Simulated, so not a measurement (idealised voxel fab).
Documented hereafter: the process module known as voxel tone inversion.
The figure presents cross-section cut, which has a width of 160 nm and is divided into square cells with an edge length of 5 nm.
Format of a cross-section: grid, square cells. Given as bands. Order: top down. Band: one or more rows of cells.
Look at the band entry: it leads with the top's height and the bottom's height in nm. Then it lists the materials left to right, with a width in nm for each. The word "throughout" on a single material says that material fills the band edge to edge. The word "empty" is empty space.
Heights are expressed relative to 0, this being the level below which the as-received wafer comprises one material exclusively. The lowest band is unbounded in the downward direction and is denoted as in "0 nm and below".
It should be noted that a width expressed as "30..40" varies in equal increments from row to row of cells within the band, taking the value of the first number at the top row and that of the second number at the bottom row.
Where the words "no alteration" appear for a step, the cross-section shows no cell changed by that step; every cell remained as before.
Encapsulated voids: empty space of 8 cells or more with no open way to the top, each as width x height at its distance from the left edge, in nm
It should be noted that, on the line of a given step, the content following the step's settings is a remark produced by the simulator itself with respect to that step.
For masked steps, "overlay nm" on the step line gives how far right of plan the mask actually lay; a minus sign means it lay to the left.
# plan
step 1: RECEIVE,material Si
step 2: CONFORMAL_DEP,material SiCN,thk nm 5
step 3: DIRECTIONAL_DEP,material polySi,thk nm 25
step 4: PATTERN,tone cover,mask id POSTS,material resist,width nm 25,pitch nm 50,thk nm 35,overlay nm 0
step 5: DIRECTIONAL_ETCH,etch materials polySi,depth nm 25
step 6: STRIP,etch materials resist
step 7: FILL_DEP,material SiO2,thk nm 10
step 8: CMP,height nm 30
step 9: STRIP,etch materials polySi
# Wafer cross-section on receipt, i.e. after step 1
* 0 nm and below | Si throughout
* Encapsulated voids: none
# Here's the cross-section of the first of our two wafers at the end of the module - it ran as planned
* 30 nm to 5 nm | SiO2: 40 | empty: 25 | SiO2: 25 | empty: 25 | SiO2: 45
* 5 nm to 0 nm | SiCN throughout
* 0 nm and below | Si throughout
* Encapsulated voids: none
# Cross-sectional view: second of two wafers, end of module; start and plan identical to the first, one mistake in running
* 30 nm to 5 nm | SiCN: 40 | empty: 25 | SiCN: 25 | empty: 25 | SiCN: 45
* 5 nm to 0 nm | SiCN throughout
* 0 nm and below | Si throughout
* Encapsulated voids: none
The mistake made against the process plan was this: for step 7, the planned setting was not used; the step was instead run as FILL_DEP,material SiCN,thk nm 10
Final tally in cells, some materials are higher or lower on the second wafer than on the first: 110 more of SiCN; 110 fewer of SiO2
